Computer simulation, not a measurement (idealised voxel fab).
The following process module bears the name voxel self aligned vias.
For reference, the cross-section in this document is cut, with width 205 nm and square cells of 5 nm.
A cross-section is written here as square cells arranged in a grid, and it is given in bands from the top down, each band taking up one or more rows of cells. A band entry consists of two parts. The first gives the height of the band's top and the height of its bottom, in nm. The rest lists the band's materials from left to right, each with its width in nm. A single material labelled with the word "edge to edge" fills the band from edge to edge, and the word "empty" marks empty space. Measure heights from 0. That's the level where, below it, the as-received wafer is all one material. The lowest band is bottomless and extends downward; write it as in "top 0, no bottom". Per-row width for "30..40": begins at first number (top row of band), ends at second number (bottom row), increment between rows held constant. A step reported as "left unchanged" is a step in which no cell of the cross-section changed. "Listed closed voids" contains a list of empty spaces, each no smaller than 8 cells and without an open way to the top, written in the form width x height at distance with the distance from the left edge and all three in nm. Note: text after step settings on the step line = simulator remark on that step. overlay nm: mask offset rightward from planned place, masked step; negative means leftward offset.

The process steps that were planned are listed below
1,op RECEIVE | material Si
2,op CONFORMAL_DEP | material SiO2 | thk nm 15
3,op CONFORMAL_DEP | material SiCN | thk nm 5
4,op DIRECTIONAL_DEP | material SiO2 | thk nm 25
5,op MASKED_ETCH | tone open | mask id LINES | width nm 20 | pitch nm 70 | etch materials SiO2 | depth nm 25 | overlay nm 0
6,op CONFORMAL_DEP | material TiN | thk nm 5
7,op FILL_DEP | material W | thk nm 10
8,op CMP | height nm 45
9,op SELECTIVE_ETCH | etch materials W Ru TiN | depth nm 5
10,op FILL_DEP | material SiN | thk nm 5
11,op CMP | height nm 45
12,op DIRECTIONAL_DEP | material SiO2 | thk nm 15
13,op PATTERN | tone open | mask id VIAS | material resist | width nm 40 | thk nm 20 | overlay nm 0
14,op DIRECTIONAL_ETCH | etch materials SiO2 | depth nm 15
15,op DIRECTIONAL_ETCH | etch materials SiN | depth nm 5
16,op STRIP | etch materials resist
17,op CONFORMAL_DEP | material TiN | thk nm 5
18,op FILL_DEP | material W | thk nm 5
19,op CMP | height nm 60
20,op CONFORMAL_DEP | material SiN | thk nm 5

What follows covers the first of two wafers; it ran as planned

Cross-sectional view of the wafer in its as-received condition, corresponding to the state after step 1
  top 0, no bottom  Si edge to edge
  Listed closed voids: none

Take a look at the wafer's cross-section after step 2
  top 15, bottom 0  SiO2 edge to edge
  Below 0 it's all the same as before, nothing changed down there.

Take a look at the wafer's cross-section after step 3
  top 20, bottom 15  SiCN edge to edge
  Below 15 it's all the same as before, nothing changed down there.

Take a look at the wafer's cross-section after step 4
  top 45, bottom 20  SiO2 edge to edge
  Below 20 it's all the same as before, nothing changed down there.

Take a look at the wafer's cross-section after step 5
  top 45, bottom 20  SiO2 55  empty 20  SiO2 50  empty 20  SiO2 60
  Below 20 it's all the same as before, nothing changed down there.

Take a look at the wafer's cross-section after step 6
  top 50, bottom 45  TiN 60  empty 10  TiN 60  empty 10  TiN 65
  top 45, bottom 25  SiO2 55  TiN 5  empty 10  TiN 5  SiO2 50  TiN 5  empty 10  TiN 5  SiO2 60
  top 25, bottom 20  SiO2 55  TiN 20  SiO2 50  TiN 20  SiO2 60
  Below 20 it's all the same as before, nothing changed down there.

Take a look at the wafer's cross-section after step 7
  top 60, bottom 50  W edge to edge
  top 50, bottom 45  TiN 60  W 10  TiN 60  W 10  TiN 65
  top 45, bottom 25  SiO2 55  TiN 5  W 10  TiN 5  SiO2 50  TiN 5  W 10  TiN 5  SiO2 60
  Below 25 it's all the same as before, nothing changed down there.

Take a look at the wafer's cross-section after step 8
  top 45, bottom 25  SiO2 55  TiN 5  W 10  TiN 5  SiO2 50  TiN 5  W 10  TiN 5  SiO2 60
  Below 25 it's all the same as before, nothing changed down there.

Take a look at the wafer's cross-section after step 9
  top 45, bottom 40  SiO2 55  empty 20  SiO2 50  empty 20  SiO2 60
  Below 40 it's all the same as before, nothing changed down there.

Take a look at the wafer's cross-section after step 10
  top 50, bottom 45  SiN edge to edge
  top 45, bottom 40  SiO2 55  SiN 20  SiO2 50  SiN 20  SiO2 60
  Below 40 it's all the same as before, nothing changed down there.

Take a look at the wafer's cross-section after step 11
  top 45, bottom 40  SiO2 55  SiN 20  SiO2 50  SiN 20  SiO2 60
  Below 40 it's all the same as before, nothing changed down there.

Take a look at the wafer's cross-section after step 12
  top 60, bottom 45  SiO2 edge to edge
  Below 45 it's all the same as before, nothing changed down there.

Take a look at the wafer's cross-section after step 13
  top 80, bottom 60  resist 45  empty 40  resist 120
  Below 60 it's all the same as before, nothing changed down there.

Take a look at the wafer's cross-section after step 14
  top 80, bottom 60  resist 45  empty 40  resist 120
  top 60, bottom 45  SiO2 45  empty 40  SiO2 120
  Below 45 it's all the same as before, nothing changed down there.

Take a look at the wafer's cross-section after step 15
  top 80, bottom 60  resist 45  empty 40  resist 120
  top 60, bottom 45  SiO2 45  empty 40  SiO2 120
  top 45, bottom 40  SiO2 55  empty 20  SiO2 50  SiN 20  SiO2 60
  Below 40 it's all the same as before, nothing changed down there.

Take a look at the wafer's cross-section after step 16
  top 60, bottom 45  SiO2 45  empty 40  SiO2 120
  Below 45 it's all the same as before, nothing changed down there.

Take a look at the wafer's cross-section after step 17
  top 65, bottom 60  TiN 50  empty 30  TiN 125
  top 60, bottom 50  SiO2 45  TiN 5  empty 30  TiN 5  SiO2 120
  top 50, bottom 45  SiO2 45  TiN 15  empty 10  TiN 15  SiO2 120
  top 45, bottom 40  SiO2 55  TiN 20  SiO2 50  SiN 20  SiO2 60
  Below 40 it's all the same as before, nothing changed down there.

Take a look at the wafer's cross-section after step 18
  top 70, bottom 65  W edge to edge
  top 65, bottom 60  TiN 50  W 30  TiN 125
  top 60, bottom 50  SiO2 45  TiN 5  W 30  TiN 5  SiO2 120
  top 50, bottom 45  SiO2 45  TiN 15  W 10  TiN 15  SiO2 120
  Below 45 it's all the same as before, nothing changed down there.

Take a look at the wafer's cross-section after step 19
  top 60, bottom 50  SiO2 45  TiN 5  W 30  TiN 5  SiO2 120
  Below 50 it's all the same as before, nothing changed down there.

Take a look at the wafer's cross-section after step 20
  top 65, bottom 60  SiN edge to edge
  Below 60 it's all the same as before, nothing changed down there.

Second wafer, same starting conditions and recipe as the first, one mistake in executing it, nothing differs from the first up to and including step 1

Look at the second wafer in cross-section at the time step 2 ought to have finished
  top 30, bottom 0  SiO2 edge to edge
  Below 0 it's all the same as before, nothing changed down there.

Look at the second wafer in cross-section at the time step 3 ought to have finished
  top 35, bottom 30  SiCN edge to edge
  Below 30 it's all the same as before, nothing changed down there.

Look at the second wafer in cross-section at the time step 4 ought to have finished
  top 60, bottom 35  SiO2 edge to edge
  Below 35 it's all the same as before, nothing changed down there.

Look at the second wafer in cross-section at the time step 5 ought to have finished
  top 60, bottom 35  SiO2 55  empty 20  SiO2 50  empty 20  SiO2 60
  Below 35 it's all the same as before, nothing changed down there.

Look at the second wafer in cross-section at the time step 6 ought to have finished
  top 65, bottom 60  TiN 60  empty 10  TiN 60  empty 10  TiN 65
  top 60, bottom 40  SiO2 55  TiN 5  empty 10  TiN 5  SiO2 50  TiN 5  empty 10  TiN 5  SiO2 60
  top 40, bottom 35  SiO2 55  TiN 20  SiO2 50  TiN 20  SiO2 60
  Below 35 it's all the same as before, nothing changed down there.

Look at the second wafer in cross-section at the time step 7 ought to have finished
  top 75, bottom 65  W edge to edge
  top 65, bottom 60  TiN 60  W 10  TiN 60  W 10  TiN 65
  top 60, bottom 40  SiO2 55  TiN 5  W 10  TiN 5  SiO2 50  TiN 5  W 10  TiN 5  SiO2 60
  Below 40 it's all the same as before, nothing changed down there.

Look at the second wafer in cross-section at the time step 8 ought to have finished
  top 45, bottom 40  SiO2 55  TiN 5  W 10  TiN 5  SiO2 50  TiN 5  W 10  TiN 5  SiO2 60
  Below 40 it's all the same as before, nothing changed down there.

Look at the second wafer in cross-section at the time step 9 ought to have finished
  top 45, bottom 40  SiO2 55  empty 20  SiO2 50  empty 20  SiO2 60
  Below 40 it's all the same as before, nothing changed down there.

Look at the second wafer in cross-section at the time step 10 ought to have finished
  top 50, bottom 45  SiN edge to edge
  top 45, bottom 40  SiO2 55  SiN 20  SiO2 50  SiN 20  SiO2 60
  Below 40 it's all the same as before, nothing changed down there.

Look at the second wafer in cross-section at the time step 11 ought to have finished
  top 45, bottom 40  SiO2 55  SiN 20  SiO2 50  SiN 20  SiO2 60
  Below 40 it's all the same as before, nothing changed down there.

Look at the second wafer in cross-section at the time step 12 ought to have finished
  top 60, bottom 45  SiO2 edge to edge
  Below 45 it's all the same as before, nothing changed down there.

Look at the second wafer in cross-section at the time step 13 ought to have finished
  top 80, bottom 60  resist 45  empty 40  resist 120
  Below 60 it's all the same as before, nothing changed down there.

Look at the second wafer in cross-section at the time step 14 ought to have finished
  top 80, bottom 60  resist 45  empty 40  resist 120
  top 60, bottom 45  SiO2 45  empty 40  SiO2 120
  Below 45 it's all the same as before, nothing changed down there.

Look at the second wafer in cross-section at the time step 15 ought to have finished
  top 80, bottom 60  resist 45  empty 40  resist 120
  top 60, bottom 45  SiO2 45  empty 40  SiO2 120
  top 45, bottom 40  SiO2 55  empty 20  SiO2 50  SiN 20  SiO2 60
  Below 40 it's all the same as before, nothing changed down there.

Look at the second wafer in cross-section at the time step 16 ought to have finished
  top 60, bottom 45  SiO2 45  empty 40  SiO2 120
  Below 45 it's all the same as before, nothing changed down there.

Look at the second wafer in cross-section at the time step 17 ought to have finished
  top 65, bottom 60  TiN 50  empty 30  TiN 125
  top 60, bottom 50  SiO2 45  TiN 5  empty 30  TiN 5  SiO2 120
  top 50, bottom 45  SiO2 45  TiN 15  empty 10  TiN 15  SiO2 120
  top 45, bottom 40  SiO2 55  TiN 20  SiO2 50  SiN 20  SiO2 60
  Below 40 it's all the same as before, nothing changed down there.

Look at the second wafer in cross-section at the time step 18 ought to have finished
  top 70, bottom 65  W edge to edge
  top 65, bottom 60  TiN 50  W 30  TiN 125
  top 60, bottom 50  SiO2 45  TiN 5  W 30  TiN 5  SiO2 120
  top 50, bottom 45  SiO2 45  TiN 15  W 10  TiN 15  SiO2 120
  Below 45 it's all the same as before, nothing changed down there.

Look at the second wafer in cross-section at the time step 19 ought to have finished
  top 60, bottom 50  SiO2 45  TiN 5  W 30  TiN 5  SiO2 120
  Below 50 it's all the same as before, nothing changed down there.

Look at the second wafer in cross-section at the time step 20 ought to have finished
  top 65, bottom 60  SiN edge to edge
  Below 60 it's all the same as before, nothing changed down there.
Run error: the plan's step 2 ran twice
Final wafer comparison in cells, second versus first, more or fewer per material: SiO2 +24 | TiN -12 | W -12
